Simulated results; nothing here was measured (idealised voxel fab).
The name of this process module is voxel air gaps.
Cross-section cut: width 260 nm, square cells of 5 nm.
We lay out every cross-section as a grid of square cells and spell it out in bands from the top down, where one band means one or more rows of cells.
Heads up on the band format: heights come first, top then bottom, in nm. After that it's the materials left to right, each with its width in nm. A single material flagged "everywhere" fills the whole band edge to edge, and "empty" means there's empty space there.
Height is counted from the level 0, under which the received wafer is composed throughout of one material. The lowest of the bands is not closed at the bottom but continues downward, in the notation "0..down".
Per-row width for "30->40": begins at first number (top row of band), ends at second number (bottom row), increment between rows held constant.
It should be understood that the words "no alterations made", when stated for a given step, signify that the cross-section underwent no change in any of its cells during that step.
So "Catalogued sealed voids" is basically the list of trapped voids: any empty space of 8 cells or more that can't reach the top through an opening. They're written width x height at distance, the distance being from the left edge, and it's all nm.
Read whatever lies past the settings on a step's line as the simulator's own remark about the step.
The "overlay nm" setting may appear on a step's line; for a step that uses a mask, it gives how far to the right of its planned position the mask lay, and a negative value indicates the left.
Steps planned for the process:
1: RECEIVE, material Si
2: CONFORMAL_DEP, material SiO2, thk nm 15
3: CONFORMAL_DEP, material SiCN, thk nm 5
4: DIRECTIONAL_DEP, material SiO2, thk nm 40
5: PATTERN, tone open, mask id LINES, material resist, width nm 20, pitch nm 45, thk nm 20, overlay nm 0
6: DIRECTIONAL_ETCH, etch materials SiO2, depth nm 40
7: STRIP, etch materials resist
8: CONFORMAL_DEP, material TiN, thk nm 5
9: FILL_DEP, material Ru, thk nm 5
10: CMP, height nm 60
11: EPI, material Ru, thk nm 10
12: SELECTIVE_ETCH, etch materials SiO2, depth nm 50
13: CONFORMAL_DEP, material SiCN, thk nm 5
Received-state cross-section, reflecting completion of step 1:
	0..down: Si everywhere
	Catalogued sealed voids: none
Wafer at module end, in section. Began as above, planned as above, run with one mistake:
	75..70: empty 40 nm, then SiCN 185 nm, then empty 35 nm
	70..60: empty 40 nm, then SiCN 5 nm, then Ru 40 nm, then SiCN 5 nm, then Ru 40 nm, then SiCN 5 nm, then Ru 40 nm, then SiCN 5 nm, then Ru 40 nm, then SiCN 5 nm, then empty 35 nm
	60..55: empty 40 nm, then SiCN 15 nm, then TiN 5 nm, then Ru 10 nm, then TiN 5 nm, then SiCN 25 nm, then TiN 5 nm, then Ru 10 nm, then TiN 5 nm, then SiCN 25 nm, then TiN 5 nm, then Ru 10 nm, then TiN 5 nm, then SiCN 25 nm, then TiN 5 nm, then Ru 10 nm, then TiN 5 nm, then SiCN 15 nm, then empty 35 nm
	55..25: empty 50 nm, then SiCN 5 nm, then TiN 5 nm, then Ru 10 nm, then TiN 5 nm, then SiCN 5 nm, then empty 15 nm, then SiCN 5 nm, then TiN 5 nm, then Ru 10 nm, then TiN 5 nm, then SiCN 5 nm, then empty 15 nm, then SiCN 5 nm, then TiN 5 nm, then Ru 10 nm, then TiN 5 nm, then SiCN 5 nm, then empty 15 nm, then SiCN 5 nm, then TiN 5 nm, then Ru 10 nm, then TiN 5 nm, then SiCN 5 nm, then empty 45 nm
	25..20: SiCN 55 nm, then TiN 20 nm, then SiCN 25 nm, then TiN 20 nm, then SiCN 25 nm, then TiN 20 nm, then SiCN 25 nm, then TiN 20 nm, then SiCN 50 nm
	20..15: SiCN everywhere
	15..0: SiO2 everywhere
	0..down: Si everywhere
	Catalogued sealed voids: 15 x 30 at 80; 15 x 30 at 125; 15 x 30 at 170
The mistake made against the process plan was this: rather than as planned, step 5 actually ran as PATTERN, tone open, mask id LINES, material resist, width nm 20, pitch nm 45, thk nm 20, overlay nm 5
